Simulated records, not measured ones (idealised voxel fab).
Proc. module: voxel gate over fins
Pictured: cross-section cut, 255 nm wide, on a grid of 5 nm square cells.
For the purposes of this document, a cross-section shall be understood as a grid of square cells, specified as bands listed in top-to-bottom order, each band consisting of one or more rows of cells.
The band entry comprises the height of the band's top followed by the height of its bottom, expressed in nm, and subsequently the band's materials from left to right, each stated together with its width in nm. Where a single material is marked with the word "edge to edge", that material fills the band from edge to edge. The word "empty" represents empty space.
Heights are reckoned from 0. Under this level, the received wafer is all of one material. The bottommost band is open-ended downward, for example "0 and below".
Graded width ("30 to 40"): value in top row of band = first number; value in bottom row = second number; row-to-row change constant.
"left unchanged" (step): cross-section cells unchanged, all of them.
"Enclosed void entries" means: voids of 8 cells or more that are shut off from the top with no open way through. Written width x height at distance, distance from the left edge, in nm.
On a step's line, text after the settings is the simulator commenting on that step.
For masked steps, "overlay nm" on the step line gives how far right of plan the mask actually lay; a minus sign means it lay to the left.
[Steps planned for the process]
1 RECEIVE: material Si
2 CONFORMAL_DEP: material SiN, thk nm 5
3 DIRECTIONAL_DEP: material aC, thk nm 10
4 PATTERN: tone cover, mask id FINS, material resist, width nm 15, pitch nm 50, thk nm 25, overlay nm 0
5 DIRECTIONAL_ETCH: etch materials aC, depth nm 10
6 STRIP: etch materials resist
7 DIRECTIONAL_ETCH: etch materials SiN, depth nm 5
8 DIRECTIONAL_ETCH: etch materials Si, depth nm 30
9 STRIP: etch materials aC
10 FILL_DEP: material SiO2, thk nm 15
11 CMP: height nm 5
12 MASKED_ETCH: tone open, mask id RAIL, width nm 15, etch materials SiO2, depth nm 30, overlay nm 0
13 CONFORMAL_DEP: material TiN, thk nm 5
14 FILL_DEP: material W, thk nm 10
15 CMP: height nm 5
16 SELECTIVE_ETCH: etch materials W Ru TiN, depth nm 25
17 FILL_DEP: material SiO2, thk nm 5
18 CMP: height nm 5
19 SELECTIVE_ETCH: etch materials SiO2, depth nm 15
20 STRIP: etch materials SiN
21 CONFORMAL_DEP: material HfO2, thk nm 5
22 CONFORMAL_DEP: material TiN, thk nm 5
23 CONFORMAL_DEP: material TiAl, thk nm 5
24 CONFORMAL_DEP: material TiN, thk nm 5
25 FILL_DEP: material W, thk nm 15
26 CMP: height nm 30
27 CONFORMAL_DEP: material SiN, thk nm 5
varied across the wafers: width nm of step 12. The plan shows the first wafer's value. All wafers start alike
[So this is the first of several wafers, cross-sectioned as it came to us, meaning it's at the end of step 1]
* 0 and below  Si edge to edge
* Enclosed void entries: none
[Once step 27, the last step, is complete, the module is at its end; this is the cross-section of the first of several wafers]
* 35 down to 30  SiN edge to edge
* 30 down to 20  W edge to edge
* 20 down to 15  50 nm W  155 nm TiN  50 nm W
* 15 down to 10  50 nm W  5 nm TiN  45 nm TiAl  5 nm TiN  45 nm TiAl  5 nm TiN  45 nm TiAl  5 nm TiN  50 nm W
* 10 down to 5  55 nm TiN  5 nm TiAl  35 nm TiN  5 nm TiAl  5 nm TiN  5 nm TiAl  35 nm TiN  5 nm TiAl  5 nm TiN  5 nm TiAl  35 nm TiN  5 nm TiAl  55 nm TiN
* 5 down to 0  60 nm TiAl  5 nm TiN  25 nm HfO2  5 nm TiN  15 nm TiAl  5 nm TiN  25 nm HfO2  5 nm TiN  15 nm TiAl  5 nm TiN  25 nm HfO2  5 nm TiN  60 nm TiAl
* 0 down to -5  65 nm TiN  5 nm HfO2  15 nm Si  5 nm HfO2  25 nm TiN  5 nm HfO2  15 nm Si  5 nm HfO2  25 nm TiN  5 nm HfO2  15 nm Si  5 nm HfO2  65 nm TiN
* -5 down to -10  70 nm HfO2  15 nm Si  35 nm HfO2  15 nm Si  35 nm HfO2  15 nm Si  70 nm HfO2
* -10 down to -20  70 nm SiO2  15 nm Si  35 nm SiO2  15 nm Si  35 nm SiO2  15 nm Si  70 nm SiO2
* -20 down to -25  70 nm SiO2  15 nm Si  10 nm SiO2  15 nm TiN  10 nm SiO2  15 nm Si  35 nm SiO2  15 nm Si  70 nm SiO2
* -25 down to -30  70 nm SiO2  15 nm Si  35 nm SiO2  15 nm Si  35 nm SiO2  15 nm Si  70 nm SiO2
* -30 and below  Si edge to edge
* Enclosed void entries: none
[End of module, last wafer sectioned]
* 35 down to 30  SiN edge to edge
* 30 down to 20  W edge to edge
* 20 down to 15  50 nm W  155 nm TiN  50 nm W
* 15 down to 10  50 nm W  5 nm TiN  45 nm TiAl  5 nm TiN  45 nm TiAl  5 nm TiN  45 nm TiAl  5 nm TiN  50 nm W
* 10 down to 5  55 nm TiN  5 nm TiAl  35 nm TiN  5 nm TiAl  5 nm TiN  5 nm TiAl  35 nm TiN  5 nm TiAl  5 nm TiN  5 nm TiAl  35 nm TiN  5 nm TiAl  55 nm TiN
* 5 down to 0  60 nm TiAl  5 nm TiN  25 nm HfO2  5 nm TiN  15 nm TiAl  5 nm TiN  25 nm HfO2  5 nm TiN  15 nm TiAl  5 nm TiN  25 nm HfO2  5 nm TiN  60 nm TiAl
* 0 down to -5  65 nm TiN  5 nm HfO2  15 nm Si  5 nm HfO2  25 nm TiN  5 nm HfO2  15 nm Si  5 nm HfO2  25 nm TiN  5 nm HfO2  15 nm Si  5 nm HfO2  65 nm TiN
* -5 down to -10  70 nm HfO2  15 nm Si  35 nm HfO2  15 nm Si  35 nm HfO2  15 nm Si  70 nm HfO2
* -10 down to -20  70 nm SiO2  15 nm Si  35 nm SiO2  15 nm Si  35 nm SiO2  15 nm Si  70 nm SiO2
* -20 down to -25  70 nm SiO2  15 nm Si  5 nm SiO2  30 nm TiN  15 nm Si  35 nm SiO2  15 nm Si  70 nm SiO2
* -25 down to -30  70 nm SiO2  15 nm Si  35 nm SiO2  15 nm Si  35 nm SiO2  15 nm Si  70 nm SiO2
* -30 and below  Si edge to edge
* Enclosed void entries: none
[Gained (+) or lost (-) cells of each material since receipt, then closed voids: one row per wafer, at the end of the module]
width nm 15; +63 HfO2; -252 Si; +51 SiN; +165 SiO2; +63 TiAl; +125 TiN; +142 W; Enclosed void entries: none
width nm 20; +63 HfO2; -252 Si; +51 SiN; +164 SiO2; +63 TiAl; +126 TiN; +142 W; Enclosed void entries: none
width nm 25; +63 HfO2; -252 Si; +51 SiN; +163 SiO2; +63 TiAl; +127 TiN; +142 W; Enclosed void entries: none
width nm 30; +63 HfO2; -252 Si; +51 SiN; +162 SiO2; +63 TiAl; +128 TiN; +142 W; Enclosed void entries: none
